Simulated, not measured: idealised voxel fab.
Title: Process Module voxel wiring stack
Displayed cross-section: cut, width of 150 nm, square cells sized 5 nm.
If you're reading a cross-section in this doc, picture square cells in a grid; it comes to you as bands, top ones listed first down to the bottom, and a band can be one or more rows of cells. Band entry format. Leading values: height of top, height of bottom, nm. Remainder: materials in left-to-right order, each with its width in nm. Special words: "all across" on a single material, which then fills the band edge to edge; "blank", empty space. Heights are measured from 0, the level below which the as-received wafer is all one material; the lowest band has no bottom and continues downward, written as in "0 nm and below". Top row gets the first number, bottom row gets the second, and each row in between changes by the same step: that is how a band width like "30->40" works. Key: "no modification" - step with no changed cell in the cross-section. In "Closed void inventory" the enclosed voids are listed, meaning empty spaces of 8 cells or larger without any opening to the top. The form is width x height at distance, distance from the left edge, units nm. Anything after a step's settings on that line? It's the simulator's own note about the step. For masked steps, "overlay nm" on the step line gives how far right of plan the mask actually lay; a minus sign means it lay to the left.

**The steps planned for the process are as follows**
| 1 | RECEIVE: material Si |
| 2 | CONFORMAL_DEP: material SiO2, thk nm 15 |
| 3 | CONFORMAL_DEP: material SiCN, thk nm 5 |
| 4 | DIRECTIONAL_DEP: material SiO2, thk nm 15 |
| 5 | DIRECTIONAL_DEP: material aC, thk nm 10 |
| 6 | PATTERN: tone open, mask id METAL_1, material resist, width nm 25, pitch nm 40, thk nm 25, overlay nm 0 |
| 7 | DIRECTIONAL_ETCH: etch materials aC, depth nm 10 |
| 8 | STRIP: etch materials resist |
| 9 | DIRECTIONAL_ETCH: etch materials SiO2, depth nm 15 |
| 10 | DIRECTIONAL_ETCH: etch materials SiCN, depth nm 5 |
| 11 | STRIP: etch materials aC |
| 12 | CONFORMAL_DEP: material TiN, thk nm 5 |
| 13 | FILL_DEP: material Cu, thk nm 5 |
| 14 | CMP: height nm 35 |
| 15 | CONFORMAL_DEP: material SiCN, thk nm 5 |
| 16 | DIRECTIONAL_DEP: material lowk, thk nm 30 |
| 17 | DIRECTIONAL_DEP: material aC, thk nm 15 |
| 18 | PATTERN: tone open, mask id METAL_2, material resist, width nm 25, pitch nm 40, thk nm 30, overlay nm 0 |
| 19 | DIRECTIONAL_ETCH: etch materials aC, depth nm 15 |
| 20 | STRIP: etch materials resist |
| 21 | DIRECTIONAL_ETCH: etch materials lowk, depth nm 15 |
| 22 | STRIP: etch materials aC |
| 23 | MASKED_ETCH: tone open, mask id METAL_2_HOLES, width nm 15, pitch nm 80, etch materials lowk, depth nm 15, overlay nm 0 |
| 24 | MASKED_ETCH: tone open, mask id METAL_2_HOLES, width nm 15, pitch nm 80, etch materials SiCN, depth nm 5, overlay nm 0 |
| 25 | CONFORMAL_DEP: material TiN, thk nm 5 |
| 26 | FILL_DEP: material Ru, thk nm 10 |
| 27 | CMP: height nm 70 |
| 28 | CONFORMAL_DEP: material SiN, thk nm 5 |

**Cross-sectional view of the wafer in its as-received condition, corresponding to the state after step 1**
> 0 nm and below: Si all across
> Closed void inventory: none

**End-of-module XS, first of two wafers, run as planned**
> 75 nm to 70 nm: SiN all across
> 70 nm to 60 nm: lowk 20 nm  TiN 5 nm  Ru 15 nm  TiN 5 nm  lowk 15 nm  TiN 5 nm  Ru 15 nm  TiN 5 nm  lowk 15 nm  TiN 5 nm  Ru 15 nm  TiN 5 nm  lowk 25 nm
> 60 nm to 55 nm: lowk 20 nm  TiN 5 nm  Ru 5 nm  TiN 15 nm  lowk 15 nm  TiN 25 nm  lowk 15 nm  TiN 5 nm  Ru 5 nm  TiN 15 nm  lowk 25 nm
> 55 nm to 40 nm: lowk 20 nm  TiN 5 nm  Ru 5 nm  TiN 5 nm  lowk 65 nm  TiN 5 nm  Ru 5 nm  TiN 5 nm  lowk 35 nm
> 40 nm to 35 nm: SiCN 20 nm  TiN 15 nm  SiCN 65 nm  TiN 15 nm  SiCN 35 nm
> 35 nm to 20 nm: SiO2 20 nm  TiN 5 nm  Cu 15 nm  TiN 5 nm  SiO2 15 nm  TiN 5 nm  Cu 15 nm  TiN 5 nm  SiO2 15 nm  TiN 5 nm  Cu 15 nm  TiN 5 nm  SiO2 25 nm
> 20 nm to 15 nm: SiCN 20 nm  TiN 25 nm  SiCN 15 nm  TiN 25 nm  SiCN 15 nm  TiN 25 nm  SiCN 25 nm
> 15 nm to 0 nm: SiO2 all across
> 0 nm and below: Si all across
> Closed void inventory: none

**Second wafer cross-section at end of module - shared start and plan with the first, one mistake in the run**
> 75 nm to 70 nm: SiN all across
> 70 nm to 60 nm: lowk 20 nm  TiN 5 nm  Ru 15 nm  TiN 5 nm  lowk 15 nm  TiN 5 nm  Ru 15 nm  TiN 5 nm  lowk 15 nm  TiN 5 nm  Ru 15 nm  TiN 5 nm  lowk 25 nm
> 60 nm to 55 nm: lowk 20 nm  TiN 5 nm  Ru 5 nm  TiN 15 nm  lowk 15 nm  TiN 25 nm  lowk 15 nm  TiN 5 nm  Ru 5 nm  TiN 15 nm  lowk 25 nm
> 55 nm to 40 nm: lowk 20 nm  TiN 5 nm  Ru 5 nm  TiN 5 nm  lowk 65 nm  TiN 5 nm  Ru 5 nm  TiN 5 nm  lowk 35 nm
> 40 nm to 35 nm: SiCN 20 nm  TiN 15 nm  SiCN 65 nm  TiN 15 nm  SiCN 35 nm
> 35 nm to 20 nm: SiO2 30 nm  TiN 5 nm  Cu 15 nm  TiN 5 nm  SiO2 15 nm  TiN 5 nm  Cu 15 nm  TiN 5 nm  SiO2 15 nm  TiN 5 nm  Cu 15 nm  TiN 5 nm  SiO2 15 nm
> 20 nm to 15 nm: SiCN 30 nm  TiN 25 nm  SiCN 15 nm  TiN 25 nm  SiCN 15 nm  TiN 25 nm  SiCN 15 nm
> 15 nm to 0 nm: SiO2 all across
> 0 nm and below: Si all across
> Closed void inventory: none
Deviation from plan: step 6 was not run as planned; what actually ran was PATTERN: tone open, mask id METAL_1, material resist, width nm 25, pitch nm 40, thk nm 25, overlay nm 10
When the process is done, the second wafer contains the same cell count of every material as the first wafer, but distributed over other locations.
